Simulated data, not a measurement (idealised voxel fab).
This is a process module. Its name is voxel plated lines.
In the cross-section labelled cut, the width is 225 nm and each square cell is 5 nm.
How to read a cross-section here: the picture is a grid of square cells, written as bands going from the top down, and any band can span one or more rows of cells. The band entry comprises the height of the band's top followed by the height of its bottom, expressed in nm, and subsequently the band's materials from left to right, each stated together with its width in nm. Where a single material is marked with the word "throughout", that material fills the band from edge to edge. The word "blank" represents empty space. Where do heights start? At 0: under that level the wafer as delivered is made of one material only. And the lowest band has no floor; it just carries on downward, as in "top 0, no bottom". The two numbers in a width such as "30 to 40" mark its ends across the band: the first belongs to the top row of cells, the second to the bottom row, and from each row to the next the width moves by the same amount. When a step is marked "same as before", none of the cells in the cross-section changed during that step. Entry "Voids lacking openings". Content: empty spaces with no open connection to the top, size 8 cells or greater. Each: width x height at distance. Distance: from left edge. Unit: nm. Step line, after settings: the simulator's comment on this step. A step's line can hold "overlay nm"; with a mask on that step, the setting says how far right of the planned place the mask lay, while a negative setting says it lay to the left.

**These are the steps we planned for the process**
1. RECEIVE | material Si
2. CONFORMAL_DEP | material Al2O3 | thk nm 10
3. DIRECTIONAL_DEP | material TiN | thk nm 5
4. PATTERN | tone open | mask id LINES | material resist | width nm 25 | pitch nm 55 | thk nm 15 | overlay nm 0
5. EPI | material Ru | thk nm 10
6. STRIP | etch materials resist
7. DIRECTIONAL_ETCH | etch materials TiN | depth nm 5
8. CONFORMAL_DEP | material SiO2 | thk nm 10

**Cross-section: wafer on arrival = after step 1**
- top 0, no bottom  Si throughout
- Voids lacking openings: none

**Post-module cross-section: identical start and plan to those above, one misstep in execution**
- top 35, bottom 25  blank (55), SiO2 (45), blank (10), SiO2 (45), blank (70)
- top 25, bottom 20  blank (55), SiO2 (10), Ru (25), SiO2 (10), blank (10), SiO2 (10), Ru (25), SiO2 (10), blank (70)
- top 20, bottom 15  SiO2 (65), Ru (25), SiO2 (30), Ru (25), SiO2 (80)
- top 15, bottom 10  SiO2 (65), TiN (25), SiO2 (30), TiN (25), SiO2 (80)
- top 10, bottom 0  Al2O3 throughout
- top 0, no bottom  Si throughout
- Voids lacking openings: none
Diagnosis: off-plan run, step 4, actual operation and settings PATTERN | tone open | mask id LINES | material resist | width nm 25 | pitch nm 55 | thk nm 15 | overlay nm -5
